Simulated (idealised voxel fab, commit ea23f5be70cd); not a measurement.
Documented hereafter: the process module known as voxel capacitor over wiring.
Pictured: cross-section cut, 145 nm wide, on a grid of 5 nm square cells.
Heads up, the way a cross-section reads in here is a grid of square cells, handed over as bands from the top down, with every band being one or more rows of cells.
Band: top height; bottom height; in nm. Then, left to right: material with width in nm, for each material. "all across": a single material spanning edge to edge. "blank": empty space.
Height is counted from the level 0, under which the received wafer is composed throughout of one material. The lowest of the bands is not closed at the bottom but continues downward, in the notation "0 and below".
Think of "30..40" as a width that walks from the first number to the second as you go down the band, top row to bottom row, taking equal-sized steps from row to row.
The cross-section has no changed cell in any step marked "nothing got changed".
Reported under the label "Enclosed void listing" are the empty spaces having no open way to the top and comprising 8 cells or more; the notation for each is width x height at distance, in which the distance is measured from the left edge and all three values are in nm.
after a step's settings: what the simulator itself notes on the step
The line of a step may include "overlay nm". On a step with a mask, this value is how far to the right of its planned place the mask lay. A negative value means the mask lay to the left.
Pairs, read this way: before one process step on the one hand, after it on the other, the after cross-section ending at the lowest band that changed; the step between, settings included, beneath. Same starting wafer throughout, but possibly different runs of this module, so no pair continues from the pair above unless its entry headed "Pre-step condition" says so.
Pre-step condition:
100 down to 90  25 of blank, then 25 of aC, then 95 of blank
90 down to 85  25 of blank, then 70 of aC, then 50 of blank
85 down to 75  15 of blank, then 10 of aC, then 25 of TiN, then 45 of aC, then 50 of blank
75 down to 70  25 of aC, then 25 of SiN, then 45 of TiN, then 50 of aC
70 down to 65  15 of aC, then 80 of TiN, then 50 of aC
65 down to 60  15 of aC, then 35 of Ru, then 45 of SiN, then 50 of aC
60 down to 55  15 of TiN, then 35 of Ru, then 95 of TiN
55 down to 35  25 of SiO2, then 15 of Ru, then 105 of SiO2
35 down to 30  25 of SiCN, then 15 of Ru, then 105 of SiCN
30 down to 15  20 of SiO2, then 5 of TiN, then 10 of W, then 5 of TiN, then 65 of SiO2, then 5 of TiN, then 10 of W, then 5 of TiN, then 20 of SiO2
15 down to 10  20 of SiN, then 20 of TiN, then 65 of SiN, then 20 of TiN, then 20 of SiN
10 down to 0  SiO2 all across
0 and below  Si all across
Enclosed void listing: none
Cut View, Post-Step:
135 down to 100  20 of blank, then 80 of resist, then 45 of blank
100 down to 90  20 of blank, then 5 of resist, then 25 of aC, then 50 of resist, then 45 of blank
90 down to 85  20 of blank, then 5 of resist, then 70 of aC, then 5 of resist, then 45 of blank
85 down to 75  15 of blank, then 10 of aC, then 25 of TiN, then 45 of aC, then 5 of resist, then 45 of blank
Rest of section, below 75: as before.
Enclosed void listing: none
Transition step, before and after shown above: PATTERN with tone cover, mask id LOWER_PLATE, material resist, width nm 80, thk nm 35, overlay nm 0
Pre-step condition: The structure entering this step is exactly what the pair just above shows after its step.
Cut View, Post-Step:
120 down to 100  20 of blank, then 80 of resist, then 45 of blank
100 down to 90  20 of blank, then 5 of resist, then 25 of aC, then 50 of resist, then 45 of blank
90 down to 85  20 of blank, then 5 of resist, then 70 of aC, then 5 of resist, then 45 of blank
85 down to 75  20 of blank, then 5 of aC, then 25 of TiN, then 45 of aC, then 5 of resist, then 45 of blank
75 down to 70  20 of blank, then 5 of aC, then 25 of SiN, then 45 of TiN, then 5 of aC, then 45 of blank
70 down to 65  15 of blank, then 80 of TiN, then 5 of aC, then 45 of blank
65 down to 60  15 of blank, then 35 of Ru, then 45 of SiN, then 5 of aC, then 45 of blank
Rest of section, below 60: as before.
Enclosed void listing: none
Transition step, before and after shown above: DIRECTIONAL_ETCH with etch materials aC, depth nm 15
Pre-step condition: The structure entering this step is exactly what the pair just above shows after its step.
Cut View, Post-Step:
100 down to 90  25 of blank, then 25 of aC, then 95 of blank
90 down to 85  25 of blank, then 70 of aC, then 50 of blank
85 down to 75  20 of blank, then 5 of aC, then 25 of TiN, then 45 of aC, then 50 of blank
Rest of section, below 75: as before.
Enclosed void listing: none
Transition step, before and after shown above: STRIP with etch materials resist
Pre-step condition: The structure entering this step is exactly what the pair just above shows after its step.
Cut View, Post-Step:
100 down to 90  25 of blank, then 25 of aC, then 95 of blank
90 down to 85  25 of blank, then 70 of aC, then 50 of blank
85 down to 75  20 of blank, then 5 of aC, then 25 of TiN, then 45 of aC, then 50 of blank
75 down to 70  20 of blank, then 5 of aC, then 25 of SiN, then 45 of TiN, then 5 of aC, then 45 of blank
70 down to 65  20 of blank, then 75 of TiN, then 5 of aC, then 45 of blank
65 down to 60  15 of blank, then 35 of Ru, then 45 of SiN, then 5 of aC, then 45 of blank
60 down to 55  15 of blank, then 35 of Ru, then 50 of TiN, then 45 of blank
Rest of section, below 55: as before.
Enclosed void listing: none
Transition step, before and after shown above: DIRECTIONAL_ETCH with etch materials TiN, depth nm 5
Pre-step condition: The structure entering this step is exactly what the pair just above shows after its step.
Cut View, Post-Step:
85 down to 75  25 of blank, then 25 of TiN, then 95 of blank
75 down to 70  25 of blank, then 25 of SiN, then 45 of TiN, then 50 of blank
70 down to 65  20 of blank, then 75 of TiN, then 50 of blank
65 down to 60  15 of blank, then 35 of Ru, then 45 of SiN, then 50 of blank
Rest of section, below 60: as before.
Enclosed void listing: none
Transition step, before and after shown above: STRIP with etch materials aC
Pre-step condition: The structure entering this step is exactly what the pair just above shows after its step.
Cut View, Post-Step:
100 down to 85  SiO2 all across
85 down to 75  25 of SiO2, then 25 of TiN, then 95 of SiO2
75 down to 70  25 of SiO2, then 25 of SiN, then 45 of TiN, then 50 of SiO2
70 down to 65  20 of SiO2, then 75 of TiN, then 50 of SiO2
65 down to 60  15 of SiO2, then 35 of Ru, then 45 of SiN, then 50 of SiO2
60 down to 55  15 of SiO2, then 35 of Ru, then 50 of TiN, then 45 of SiO2
Rest of section, below 55: as before.
Enclosed void listing: none
Transition step, before and after shown above: FILL_DEP with material SiO2, thk nm 15
Pre-step condition: The structure entering this step is exactly what the pair just above shows after its step.
Cut View, Post-Step:
85 down to 75  25 of SiO2, then 25 of TiN, then 95 of SiO2
Rest of section, below 75: as before.
Enclosed void listing: none
Transition step, before and after shown above: CMP with height nm 85
Pre-step condition: The structure entering this step is exactly what the pair just above shows after its step.
Cut View, Post-Step:
90 down to 85  TiN all across
Rest of section, below 85: as before.
Enclosed void listing: none
Transition step, before and after shown above: CONFORMAL_DEP with material TiN, thk nm 5
Pre-step condition: The structure entering this step is exactly what the pair just above shows after its step.
Cut View, Post-Step:
95 down to 90  Cu all across
Rest of section, below 90: as before.
Enclosed void listing: none
Transition step, before and after shown above: FILL_DEP with material Cu, thk nm 5
Pre-step condition: The structure entering this step is exactly what the pair just above shows after its step.
Cut View, Post-Step:
85 down to 75  25 of SiO2, then 25 of TiN, then 95 of SiO2
Rest of section, below 75: as before.
Enclosed void listing: none
Transition step, before and after shown above: CMP with height nm 85
Pre-step condition: The structure entering this step is exactly what the pair just above shows after its step.
Cut View, Post-Step:
90 down to 85  SiCN all across
Rest of section, below 85: as before.
Enclosed void listing: none
Transition step, before and after shown above: CONFORMAL_DEP with material SiCN, thk nm 5
Pre-step condition:
55 down to 50  25 of SiO2, then 15 of blank, then 105 of SiO2
50 down to 35  25 of SiO2, then 15 of Ru, then 105 of SiO2
35 down to 30  25 of SiCN, then 15 of Ru, then 105 of SiCN
30 down to 15  20 of SiO2, then 5 of TiN, then 10 of W, then 5 of TiN, then 65 of SiO2, then 5 of TiN, then 10 of W, then 5 of TiN, then 20 of SiO2
15 down to 10  20 of SiN, then 20 of TiN, then 65 of SiN, then 20 of TiN, then 20 of SiN
10 down to 0  SiO2 all across
0 and below  Si all across
Enclosed void listing: none
Cut View, Post-Step:
60 down to 55  25 of TiN, then 15 of blank, then 105 of TiN
55 down to 50  25 of SiO2, then 15 of TiN, then 105 of SiO2
Rest of section, below 50: as before.
Enclosed void listing: none
Transition step, before and after shown above: DIRECTIONAL_DEP with material TiN, thk nm 5
Pre-step condition: The structure entering this step is exactly what the pair just above shows after its step.
Cut View, Post-Step:
65 down to 60  30 of Ru, then 5 of blank, then 110 of Ru
60 down to 55  25 of TiN, then 15 of Ru, then 105 of TiN
Rest of section, below 55: as before.
Enclosed void listing: none
Transition step, before and after shown above: EPI with material Ru, thk nm 5
Pre-step condition: The structure entering this step is exactly what the pair just above shows after its step.
Cut View, Post-Step:
70 down to 65  30 of SiN, then 5 of blank, then 110 of SiN
65 down to 60  30 of Ru, then 5 of SiN, then 110 of Ru
Rest of section, below 60: as before.
Enclosed void listing: none
Transition step, before and after shown above: DIRECTIONAL_DEP with material SiN, thk nm 5
Pre-step condition: The structure entering this step is exactly what the pair just above shows after its step.
Cut View, Post-Step:
80 down to 75  30 of TiN, then 5 of blank, then 110 of TiN
75 down to 70  TiN all across
70 down to 65  30 of SiN, then 5 of TiN, then 110 of SiN
Rest of section, below 65: as before.
Enclosed void listing: none
Transition step, before and after shown above: DIRECTIONAL_DEP with material TiN, thk nm 10
Pre-step condition: The structure entering this step is exactly what the pair just above shows after its step.
Cut View, Post-Step:
80 down to 75  25 of blank, then 5 of TiN, then 5 of blank, then 60 of TiN, then 50 of blank
75 down to 70  25 of blank, then 70 of TiN, then 50 of blank
Rest of section, below 70: as before.
Enclosed void listing: none
Transition step, before and after shown above: MASKED_ETCH with tone cover, mask id UPPER_PLATE, width nm 70, etch materials TiN, depth nm 10, overlay nm 0
Pre-step condition: The structure entering this step is exactly what the pair just above shows after its step.
Cut View, Post-Step:
80 down to 75  25 of blank, then 5 of TiN, then 5 of blank, then 60 of TiN, then 50 of blank
75 down to 70  25 of blank, then 70 of TiN, then 50 of blank
70 down to 65  25 of blank, then 5 of SiN, then 5 of TiN, then 60 of SiN, then 50 of blank
Rest of section, below 65: as before.
Enclosed void listing: none
Transition step, before and after shown above: MASKED_ETCH with tone cover, mask id UPPER_PLATE, width nm 70, etch materials SiN, depth nm 5, overlay nm 0
Pre-step condition: The structure entering this step is exactly what the pair just above shows after its step.
Cut View, Post-Step:
95 down to 90  25 of blank, then 5 of aC, then 5 of blank, then 60 of aC, then 50 of blank
90 down to 80  25 of blank, then 70 of aC, then 50 of blank
80 down to 75  25 of aC, then 5 of TiN, then 5 of aC, then 60 of TiN, then 50 of aC
75 down to 70  25 of aC, then 70 of TiN, then 50 of aC
70 down to 65  25 of aC, then 5 of SiN, then 5 of TiN, then 60 of SiN, then 50 of aC
Rest of section, below 65: as before.
Enclosed void listing: none
Transition step, before and after shown above: DIRECTIONAL_DEP with material aC, thk nm 15
Pre-step condition: The structure entering this step is exactly what the pair just above shows after its step.
Cut View, Post-Step:
130 down to 95  20 of blank, then 80 of resist, then 45 of blank
95 down to 90  20 of blank, then 5 of resist, then 5 of aC, then 5 of resist, then 60 of aC, then 5 of resist, then 45 of blank
90 down to 80  20 of blank, then 5 of resist, then 70 of aC, then 5 of resist, then 45 of blank
Rest of section, below 80: as before.
Enclosed void listing: none
Transition step, before and after shown above: PATTERN with tone cover, mask id LOWER_PLATE, material resist, width nm 80, thk nm 35, overlay nm 0
Pre-step condition: The structure entering this step is exactly what the pair just above shows after its step.
Cut View, Post-Step:
115 down to 95  20 of blank, then 80 of resist, then 45 of blank
95 down to 90  20 of blank, then 5 of resist, then 5 of aC, then 5 of resist, then 60 of aC, then 5 of resist, then 45 of blank
90 down to 80  20 of blank, then 5 of resist, then 70 of aC, then 5 of resist, then 45 of blank
80 down to 75  20 of blank, then 5 of aC, then 5 of TiN, then 5 of aC, then 60 of TiN, then 5 of aC, then 45 of blank
75 down to 70  20 of blank, then 5 of aC, then 70 of TiN, then 5 of aC, then 45 of blank
70 down to 65  20 of blank, then 5 of aC, then 5 of SiN, then 5 of TiN, then 60 of SiN, then 5 of aC, then 45 of blank
Rest of section, below 65: as before.
Enclosed void listing: none
Transition step, before and after shown above: DIRECTIONAL_ETCH with etch materials aC, depth nm 15
Pre-step condition: The structure entering this step is exactly what the pair just above shows after its step.
Cut View, Post-Step:
95 down to 90  25 of blank, then 5 of aC, then 5 of blank, then 60 of aC, then 50 of blank
90 down to 80  25 of blank, then 70 of aC, then 50 of blank
Rest of section, below 80: as before.
Enclosed void listing: none
Transition step, before and after shown above: STRIP with etch materials resist
Pre-step condition: The structure entering this step is exactly what the pair just above shows after its step.
Cut View, Post-Step:
80 down to 75  25 of blank, then 5 of TiN, then 5 of blank, then 60 of TiN, then 50 of blank
75 down to 70  25 of blank, then 70 of TiN, then 50 of blank
70 down to 65  25 of blank, then 5 of SiN, then 5 of TiN, then 60 of SiN, then 50 of blank
Rest of section, below 65: as before.
Enclosed void listing: none
Transition step, before and after shown above: STRIP with etch materials aC
Pre-step condition: The structure entering this step is exactly what the pair just above shows after its step.
Cut View, Post-Step:
95 down to 80  SiO2 all across
80 down to 75  25 of SiO2, then 5 of TiN, then 5 of SiO2, then 60 of TiN, then 50 of SiO2
75 down to 70  25 of SiO2, then 70 of TiN, then 50 of SiO2
70 down to 65  25 of SiO2, then 5 of SiN, then 5 of TiN, then 60 of SiN, then 50 of SiO2
Rest of section, below 65: as before.
Enclosed void listing: none
Transition step, before and after shown above: FILL_DEP with material SiO2, thk nm 15
Pre-step condition: The structure entering this step is exactly what the pair just above shows after its step.
Cut View, Post-Step:
85 down to 80  SiO2 all across
Rest of section, below 80: as before.
Enclosed void listing: none
Transition step, before and after shown above: CMP with height nm 85
Pre-step condition: The structure entering this step is exactly what the pair just above shows after its step.
Cut View, Post-Step:
85 down to 80  35 of SiO2, then 15 of blank, then 95 of SiO2
Rest of section, below 80: as before.
Enclosed void listing: none
Transition step, before and after shown above: MASKED_ETCH with tone open, mask id PLUG_2, width nm 15, etch materials SiO2, depth nm 10, overlay nm 0
Pre-step condition: The structure entering this step is exactly what the pair just above shows after its step.
Cut View, Post-Step:
90 down to 85  40 of TiN, then 5 of blank, then 100 of TiN
85 down to 80  35 of SiO2, then 15 of TiN, then 95 of SiO2
Rest of section, below 80: as before.
Enclosed void listing: none
Transition step, before and after shown above: CONFORMAL_DEP with material TiN, thk nm 5
Pre-step condition: The structure entering this step is exactly what the pair just above shows after its step.
Cut View, Post-Step:
95 down to 90  Cu all across
90 down to 85  40 of TiN, then 5 of Cu, then 100 of TiN
Rest of section, below 85: as before.
Enclosed void listing: none
Transition step, before and after shown above: FILL_DEP with material Cu, thk nm 5
Pre-step condition: The structure entering this step is exactly what the pair just above shows after its step.
Cut View, Post-Step:
85 down to 80  35 of SiO2, then 15 of TiN, then 95 of SiO2
Rest of section, below 80: as before.
Enclosed void listing: none
Transition step, before and after shown above: CMP with height nm 85
Pre-step condition: The structure entering this step is exactly what the pair just above shows after its step.
Cut View, Post-Step:
90 down to 85  SiCN all across
Rest of section, below 85: as before.
Enclosed void listing: none
Transition step, before and after shown above: CONFORMAL_DEP with material SiCN, thk nm 5
Pre-step condition:
35 down to 30  SiCN all across
30 down to 15  20 of SiO2, then 5 of TiN, then 10 of W, then 5 of TiN, then 65 of SiO2, then 5 of TiN, then 10 of W, then 5 of TiN, then 20 of SiO2
15 down to 10  20 of SiN, then 20 of TiN, then 65 of SiN, then 20 of TiN, then 20 of SiN
10 down to 0  SiO2 all across
0 and below  Si all across
Enclosed void listing: none
Cut View, Post-Step:
45 down to 35  SiO2 all across
Rest of section, below 35: as before.
Enclosed void listing: none
Transition step, before and after shown above: DIRECTIONAL_DEP with material SiO2, thk nm 10
Pre-step condition: The structure entering this step is exactly what the pair just above shows after its step.
Cut View, Post-Step:
55 down to 45  aC all across
Rest of section, below 45: as before.
Enclosed void listing: none
Transition step, before and after shown above: DIRECTIONAL_DEP with material aC, thk nm 10
Pre-step condition: The structure entering this step is exactly what the pair just above shows after its step.
Cut View, Post-Step:
80 down to 55  25 of resist, then 15 of blank, then 105 of resist
Rest of section, below 55: as before.
Enclosed void listing: none
Transition step, before and after shown above: PATTERN with tone open, mask id PLUG_1, material resist, width nm 15, thk nm 25, overlay nm 0
Pre-step condition: The structure entering this step is exactly what the pair just above shows after its step.
Cut View, Post-Step:
70 down to 55  25 of resist, then 15 of blank, then 105 of resist
55 down to 45  25 of aC, then 15 of blank, then 105 of aC
Rest of section, below 45: as before.
Enclosed void listing: none
Transition step, before and after shown above: DIRECTIONAL_ETCH with etch materials aC, depth nm 10
Pre-step condition: The structure entering this step is exactly what the pair just above shows after its step.
Cut View, Post-Step:
55 down to 45  25 of aC, then 15 of blank, then 105 of aC
Rest of section, below 45: as before.
Enclosed void listing: none
Transition step, before and after shown above: STRIP with etch materials resist
Pre-step condition: The structure entering this step is exactly what the pair just above shows after its step.
Cut View, Post-Step:
55 down to 45  25 of aC, then 15 of blank, then 105 of aC
45 down to 35  25 of SiO2, then 15 of blank, then 105 of SiO2
Rest of section, below 35: as before.
Enclosed void listing: none
Transition step, before and after shown above: DIRECTIONAL_ETCH with etch materials SiO2, depth nm 20
Pre-step condition: The structure entering this step is exactly what the pair just above shows after its step.
Cut View, Post-Step:
55 down to 45  25 of aC, then 15 of blank, then 105 of aC
45 down to 35  25 of SiO2, then 15 of blank, then 105 of SiO2
35 down to 30  25 of SiCN, then 15 of blank, then 105 of SiCN
Rest of section, below 30: as before.
Enclosed void listing: none
Transition step, before and after shown above: DIRECTIONAL_ETCH with etch materials SiCN, depth nm 5
Pre-step condition: The structure entering this step is exactly what the pair just above shows after its step.
Cut View, Post-Step:
45 down to 35  25 of SiO2, then 15 of blank, then 105 of SiO2
Rest of section, below 35: as before.
Enclosed void listing: none
Transition step, before and after shown above: STRIP with etch materials aC
Pre-step condition: The structure entering this step is exactly what the pair just above shows after its step.
Cut View, Post-Step:
45 down to 40  25 of SiO2, then 15 of blank, then 105 of SiO2
40 down to 35  25 of SiO2, then 15 of Ru, then 105 of SiO2
35 down to 30  25 of SiCN, then 15 of Ru, then 105 of SiCN
Rest of section, below 30: as before.
Enclosed void listing: none
Transition step, before and after shown above: EPI with material Ru, thk nm 10
Pre-step condition: The structure entering this step is exactly what the pair just above shows after its step.
Cut View, Post-Step:
50 down to 45  20 of blank, then 25 of Ru, then 100 of blank
45 down to 35  25 of SiO2, then 15 of Ru, then 105 of SiO2
Rest of section, below 35: as before.
Enclosed void listing: none
Transition step, before and after shown above: EPI with material Ru, thk nm 10
Pre-step condition: The structure entering this step is exactly what the pair just above shows after its step.
Cut View, Post-Step:
55 down to 45  15 of blank, then 35 of Ru, then 95 of blank
Rest of section, below 45: as before.
Enclosed void listing: none
Transition step, before and after shown above: EPI with material Ru, thk nm 5
Pre-step condition: The structure entering this step is exactly what the pair just above shows after its step.
Cut View, Post-Step:
60 down to 55  15 of blank, then 35 of TiN, then 95 of blank
55 down to 50  15 of blank, then 35 of Ru, then 95 of blank
50 down to 45  15 of TiN, then 35 of Ru, then 95 of TiN
Rest of section, below 45: as before.
Enclosed void listing: none
Transition step, before and after shown above: DIRECTIONAL_DEP with material TiN, thk nm 5
Pre-step condition: The structure entering this step is exactly what the pair just above shows after its step.
Cut View, Post-Step:
65 down to 60  15 of blank, then 35 of SiN, then 95 of blank
60 down to 55  15 of blank, then 35 of TiN, then 95 of blank
55 down to 50  15 of SiN, then 35 of Ru, then 95 of SiN
Rest of section, below 50: as before.
Enclosed void listing: none
Transition step, before and after shown above: DIRECTIONAL_DEP with material SiN, thk nm 5
Pre-step condition: The structure entering this step is exactly what the pair just above shows after its step.
Cut View, Post-Step:
75 down to 65  15 of blank, then 35 of TiN, then 95 of blank
65 down to 60  15 of TiN, then 35 of SiN, then 95 of TiN
60 down to 55  TiN all across
Rest of section, below 55: as before.
Enclosed void listing: none
Transition step, before and after shown above: DIRECTIONAL_DEP with material TiN, thk nm 10
Pre-step condition: The structure entering this step is exactly what the pair just above shows after its step.
Cut View, Post-Step:
75 down to 65  25 of blank, then 25 of TiN, then 95 of blank
65 down to 60  15 of blank, then 35 of SiN, then 45 of TiN, then 50 of blank
60 down to 55  15 of blank, then 80 of TiN, then 50 of blank
Rest of section, below 55: as before.
Enclosed void listing: none
Transition step, before and after shown above: MASKED_ETCH with tone cover, mask id UPPER_PLATE, width nm 70, etch materials TiN, depth nm 10, overlay nm 0
Pre-step condition: The structure entering this step is exactly what the pair just above shows after its step.
Cut View, Post-Step:
75 down to 65  25 of blank, then 25 of TiN, then 95 of blank
65 down to 60  25 of blank, then 25 of SiN, then 45 of TiN, then 50 of blank
60 down to 55  15 of blank, then 80 of TiN, then 50 of blank
55 down to 50  15 of blank, then 35 of Ru, then 45 of SiN, then 50 of blank
Rest of section, below 50: as before.
Enclosed void listing: none
Transition step, before and after shown above: MASKED_ETCH with tone cover, mask id UPPER_PLATE, width nm 70, etch materials SiN, depth nm 5, overlay nm 0
Pre-step condition: The structure entering this step is exactly what the pair just above shows after its step.
Cut View, Post-Step:
90 down to 80  25 of blank, then 25 of aC, then 95 of blank
80 down to 75  25 of blank, then 70 of aC, then 50 of blank
75 down to 65  15 of blank, then 10 of aC, then 25 of TiN, then 45 of aC, then 50 of blank
65 down to 60  25 of aC, then 25 of SiN, then 45 of TiN, then 50 of aC
60 down to 55  15 of aC, then 80 of TiN, then 50 of aC
55 down to 50  15 of aC, then 35 of Ru, then 45 of SiN, then 50 of aC
Rest of section, below 50: as before.
Enclosed void listing: none
Transition step, before and after shown above: DIRECTIONAL_DEP with material aC, thk nm 15
Pre-step condition: The structure entering this step is exactly what the pair just above shows after its step.
Cut View, Post-Step:
125 down to 90  20 of blank, then 80 of resist, then 45 of blank
90 down to 80  20 of blank, then 5 of resist, then 25 of aC, then 50 of resist, then 45 of blank
80 down to 75  20 of blank, then 5 of resist, then 70 of aC, then 5 of resist, then 45 of blank
75 down to 65  15 of blank, then 10 of aC, then 25 of TiN, then 45 of aC, then 5 of resist, then 45 of blank
Rest of section, below 65: as before.
Enclosed void listing: none
Transition step, before and after shown above: PATTERN with tone cover, mask id LOWER_PLATE, material resist, width nm 80, thk nm 35, overlay nm 0
Pre-step condition: The structure entering this step is exactly what the pair just above shows after its step.
Cut View, Post-Step:
110 down to 90  20 of blank, then 80 of resist, then 45 of blank
90 down to 80  20 of blank, then 5 of resist, then 25 of aC, then 50 of resist, then 45 of blank
80 down to 75  20 of blank, then 5 of resist, then 70 of aC, then 5 of resist, then 45 of blank
75 down to 65  20 of blank, then 5 of aC, then 25 of TiN, then 45 of aC, then 5 of resist, then 45 of blank
65 down to 60  20 of blank, then 5 of aC, then 25 of SiN, then 45 of TiN, then 5 of aC, then 45 of blank
60 down to 55  15 of blank, then 80 of TiN, then 5 of aC, then 45 of blank
55 down to 50  15 of blank, then 35 of Ru, then 45 of SiN, then 5 of aC, then 45 of blank
Rest of section, below 50: as before.
Enclosed void listing: none
Transition step, before and after shown above: DIRECTIONAL_ETCH with etch materials aC, depth nm 15
Pre-step condition: The structure entering this step is exactly what the pair just above shows after its step.
Cut View, Post-Step:
90 down to 80  25 of blank, then 25 of aC, then 95 of blank
80 down to 75  25 of blank, then 70 of aC, then 50 of blank
75 down to 65  20 of blank, then 5 of aC, then 25 of TiN, then 45 of aC, then 50 of blank
Rest of section, below 65: as before.
Enclosed void listing: none
Transition step, before and after shown above: STRIP with etch materials resist
Pre-step condition: The structure entering this step is exactly what the pair just above shows after its step.
Cut View, Post-Step:
90 down to 80  25 of blank, then 25 of aC, then 95 of blank
80 down to 75  25 of blank, then 70 of aC, then 50 of blank
75 down to 65  20 of blank, then 5 of aC, then 25 of TiN, then 45 of aC, then 50 of blank
65 down to 60  20 of blank, then 5 of aC, then 25 of SiN, then 45 of TiN, then 5 of aC, then 45 of blank
60 down to 55  20 of blank, then 75 of TiN, then 5 of aC, then 45 of blank
55 down to 50  15 of blank, then 35 of Ru, then 45 of SiN, then 5 of aC, then 45 of blank
50 down to 45  15 of blank, then 35 of Ru, then 50 of TiN, then 45 of blank
Rest of section, below 45: as before.
Enclosed void listing: none
Transition step, before and after shown above: DIRECTIONAL_ETCH with etch materials TiN, depth nm 5
Pre-step condition: The structure entering this step is exactly what the pair just above shows after its step.
Cut View, Post-Step:
75 down to 65  25 of blank, then 25 of TiN, then 95 of blank
65 down to 60  25 of blank, then 25 of SiN, then 45 of TiN, then 50 of blank
60 down to 55  20 of blank, then 75 of TiN, then 50 of blank
55 down to 50  15 of blank, then 35 of Ru, then 45 of SiN, then 50 of blank
Rest of section, below 50: as before.
Enclosed void listing: none
Transition step, before and after shown above: STRIP with etch materials aC
Pre-step condition: The structure entering this step is exactly what the pair just above shows after its step.
Cut View, Post-Step:
90 down to 75  SiO2 all across
75 down to 65  25 of SiO2, then 25 of TiN, then 95 of SiO2
65 down to 60  25 of SiO2, then 25 of SiN, then 45 of TiN, then 50 of SiO2
60 down to 55  20 of SiO2, then 75 of TiN, then 50 of SiO2
55 down to 50  15 of SiO2, then 35 of Ru, then 45 of SiN, then 50 of SiO2
50 down to 45  15 of SiO2, then 35 of Ru, then 50 of TiN, then 45 of SiO2
Rest of section, below 45: as before.
Enclosed void listing: none
Transition step, before and after shown above: FILL_DEP with material SiO2, thk nm 15
Pre-step condition: The structure entering this step is exactly what the pair just above shows after its step.
Cut View, Post-Step:
85 down to 75  SiO2 all across
Rest of section, below 75: as before.
Enclosed void listing: none
Transition step, before and after shown above: CMP with height nm 85
Pre-step condition: The structure entering this step is exactly what the pair just above shows after its step.
Cut View, Post-Step:
85 down to 75  35 of SiO2, then 15 of blank, then 95 of SiO2
Rest of section, below 75: as before.
Enclosed void listing: none
Transition step, before and after shown above: MASKED_ETCH with tone open, mask id PLUG_2, width nm 15, etch materials SiO2, depth nm 10, overlay nm 0
Pre-step condition: The structure entering this step is exactly what the pair just above shows after its step.
Cut View, Post-Step:
90 down to 85  40 of TiN, then 5 of blank, then 100 of TiN
85 down to 80  35 of SiO2, then 5 of TiN, then 5 of blank, then 5 of TiN, then 95 of SiO2
80 down to 75  35 of SiO2, then 15 of TiN, then 95 of SiO2
Rest of section, below 75: as before.
Enclosed void listing: none
Transition step, before and after shown above: CONFORMAL_DEP with material TiN, thk nm 5
Pre-step condition: The structure entering this step is exactly what the pair just above shows after its step.
Cut View, Post-Step:
95 down to 90  Cu all across
90 down to 85  40 of TiN, then 5 of Cu, then 100 of TiN
85 down to 80  35 of SiO2, then 5 of TiN, then 5 of Cu, then 5 of TiN, then 95 of SiO2
Rest of section, below 80: as before.
Enclosed void listing: none
Transition step, before and after shown above: FILL_DEP with material Cu, thk nm 5
Pre-step condition: The structure entering this step is exactly what the pair just above shows after its step.
Cut View, Post-Step:
85 down to 80  35 of SiO2, then 5 of TiN, then 5 of Cu, then 5 of TiN, then 95 of SiO2
Rest of section, below 80: as before.
Enclosed void listing: none
Transition step, before and after shown above: CMP with height nm 85
Pre-step condition: The structure entering this step is exactly what the pair just above shows after its step.
Cut View, Post-Step:
90 down to 85  SiCN all across
Rest of section, below 85: as before.
Enclosed void listing: none
Transition step, before and after shown above: CONFORMAL_DEP with material SiCN, thk nm 5
Pre-step condition:
30 down to 15  SiO2 all across
15 down to 10  SiN all across
10 down to 0  SiO2 all across
0 and below  Si all across
Enclosed void listing: none
Cut View, Post-Step:
30 down to 15  15 of SiO2, then 30 of blank, then 55 of SiO2, then 30 of blank, then 15 of SiO2
Rest of section, below 15: as before.
Enclosed void listing: none
Transition step, before and after shown above: MASKED_ETCH with tone open, mask id METAL_1, width nm 30, pitch nm 85, etch materials SiO2, depth nm 15, overlay nm 0
Pre-step condition: The structure entering this step is exactly what the pair just above shows after its step.
Cut View, Post-Step:
30 down to 15  15 of SiO2, then 30 of blank, then 55 of SiO2, then 30 of blank, then 15 of SiO2
15 down to 10  20 of SiN, then 20 of blank, then 65 of SiN, then 20 of blank, then 20 of SiN
Rest of section, below 10: as before.
Enclosed void listing: none
Transition step, before and after shown above: MASKED_ETCH with tone open, mask id METAL_1, width nm 20, pitch nm 85, etch materials SiN, depth nm 5, overlay nm 0
Pre-step condition: The structure entering this step is exactly what the pair just above shows after its step.
Cut View, Post-Step:
35 down to 30  20 of TiN, then 20 of blank, then 65 of TiN, then 20 of blank, then 20 of TiN
30 down to 20  15 of SiO2, then 5 of TiN, then 20 of blank, then 5 of TiN, then 55 of SiO2, then 5 of TiN, then 20 of blank, then 5 of TiN, then 15 of SiO2
20 down to 15  15 of SiO2, then 10 of TiN, then 10 of blank, then 10 of TiN, then 55 of SiO2, then 10 of TiN, then 10 of blank, then 10 of TiN, then 15 of SiO2
15 down to 10  20 of SiN, then 20 of TiN, then 65 of SiN, then 20 of TiN, then 20 of SiN
Rest of section, below 10: as before.
Enclosed void listing: none
Transition step, before and after shown above: CONFORMAL_DEP with material TiN, thk nm 5
Pre-step condition: The structure entering this step is exactly what the pair just above shows after its step.
Cut View, Post-Step:
45 down to 35  W all across
35 down to 30  20 of TiN, then 20 of W, then 65 of TiN, then 20 of W, then 20 of TiN
30 down to 20  15 of SiO2, then 5 of TiN, then 20 of W, then 5 of TiN, then 55 of SiO2, then 5 of TiN, then 20 of W, then 5 of TiN, then 15 of SiO2
20 down to 15  15 of SiO2, then 10 of TiN, then 10 of W, then 10 of TiN, then 55 of SiO2, then 10 of TiN, then 10 of W, then 10 of TiN, then 15 of SiO2
Rest of section, below 15: as before.
Enclosed void listing: none
Transition step, before and after shown above: FILL_DEP with material W, thk nm 10
Pre-step condition: The structure entering this step is exactly what the pair just above shows after its step.
Cut View, Post-Step:
30 down to 20  15 of SiO2, then 5 of TiN, then 20 of W, then 5 of TiN, then 55 of SiO2, then 5 of TiN, then 20 of W, then 5 of TiN, then 15 of SiO2
Rest of section, below 20: as before.
Enclosed void listing: none
Transition step, before and after shown above: CMP with height nm 30
Pre-step condition: The structure entering this step is exactly what the pair just above shows after its step.
Cut View, Post-Step:
35 down to 30  SiCN all across
Rest of section, below 30: as before.
Enclosed void listing: none
Transition step, before and after shown above: CONFORMAL_DEP with material SiCN, thk nm 5
Pre-step condition: The structure entering this step is exactly what the pair just above shows after its step.
Cut View, Post-Step:
55 down to 35  SiO2 all across
Rest of section, below 35: as before.
Enclosed void listing: none
Transition step, before and after shown above: DIRECTIONAL_DEP with material SiO2, thk nm 20
Pre-step condition: The structure entering this step is exactly what the pair just above shows after its step.
Cut View, Post-Step:
65 down to 55  aC all across
Rest of section, below 55: as before.
Enclosed void listing: none
Transition step, before and after shown above: DIRECTIONAL_DEP with material aC, thk nm 10
